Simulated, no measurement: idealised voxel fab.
This section sets out a process module, namely voxel trench capacitor.
The cross-section on display is named cut; it measures 270 nm wide, and its cells are 5 nm squares.
Just so we're on the same page, the cross-sections are grids of square cells, and they're listed out in bands top to bottom, each band one or more rows deep. Heads up on the band format: heights come first, top then bottom, in nm. After that it's the materials left to right, each with its width in nm. A single material flagged "edge to edge" fills the whole band edge to edge, and "blank" means there's empty space there. Height is counted from the level 0, under which the received wafer is composed throughout of one material. The lowest of the bands is not closed at the bottom but continues downward, in the notation "0 and below". Quick explanation for "30..40": the width changes in equal steps down the rows of cells, from the first number in the band's top row to the second number in its bottom row. Where a step carries "no alteration", the cross-section came out of it unchanged, cell for cell. This entry, "Enclosed empty spaces", enumerates those empty regions of no fewer than 8 cells that possess no open connection to the top. Each region is reported in the form width x height at distance, the distance being taken from the left edge, with all three quantities expressed in nm. If you see something after the settings on a step's line, that's the simulator's own remark about that step. Each step line may optionally specify "overlay nm", which for a step with a mask gives the rightward distance between the mask's planned place and where it lay, a negative value indicating the leftward direction.
## Planned process steps
1 RECEIVE,material Si
2 CONFORMAL_DEP,material SiN,thk nm 5
3 MASKED_ETCH,tone open,mask id TRENCH,width nm 15,pitch nm 40,etch materials SiN,depth nm 5,overlay nm 0
4 MASKED_ETCH,tone open,mask id TRENCH,width nm 15,pitch nm 40,etch materials Si,depth nm 30,overlay nm 0
5 CONFORMAL_DEP,material Al2O3,thk nm 5
6 FILL_DEP,material polySi,thk nm 10
7 CMP,height nm 5
## Incoming wafer, cross-sectional view, post step 1
- 0 and below: Si edge to edge
- Enclosed empty spaces: none
## Post-module cross-section of the first of two wafers (run per plan)
- 5 down to 0: SiN (85) | Al2O3 (5) | polySi (5) | Al2O3 (5) | SiN (25) | Al2O3 (5) | polySi (5) | Al2O3 (5) | SiN (25) | Al2O3 (5) | polySi (5) | Al2O3 (5) | SiN (90)
- 0 down to -25: Si (85) | Al2O3 (5) | polySi (5) | Al2O3 (5) | Si (25) | Al2O3 (5) | polySi (5) | Al2O3 (5) | Si (25) | Al2O3 (5) | polySi (5) | Al2O3 (5) | Si (90)
- -25 down to -30: Si (85) | Al2O3 (15) | Si (25) | Al2O3 (15) | Si (25) | Al2O3 (15) | Si (90)
- -30 and below: Si edge to edge
- Enclosed empty spaces: none
## Now the second wafer, cross-sectioned at the end of the module. Nothing different at the start, nothing different in the plan compared with the first, just one mistake when it was actually run
- 5 down to 0: SiN (80) | Al2O3 (10) | polySi (5) | Al2O3 (10) | SiN (15) | Al2O3 (10) | polySi (5) | Al2O3 (10) | SiN (15) | Al2O3 (10) | polySi (5) | Al2O3 (10) | SiN (85)
- 0 down to -25: Si (85) | Al2O3 (5) | polySi (5) | Al2O3 (5) | Si (25) | Al2O3 (5) | polySi (5) | Al2O3 (5) | Si (25) | Al2O3 (5) | polySi (5) | Al2O3 (5) | Si (90)
- -25 down to -30: Si (85) | Al2O3 (15) | Si (25) | Al2O3 (15) | Si (25) | Al2O3 (15) | Si (90)
- -30 and below: Si edge to edge
- Enclosed empty spaces: none
Deviation noted in wafer processing: step 3 went in with a setting other than planned; the actual run was MASKED_ETCH,tone open,mask id TRENCH,width nm 25,pitch nm 40,etch materials SiN,depth nm 5,overlay nm 0
FYI, end of process, the second wafer has more or fewer cells of some materials than the first: Al2O3: 6 more, SiN: 6 fewer
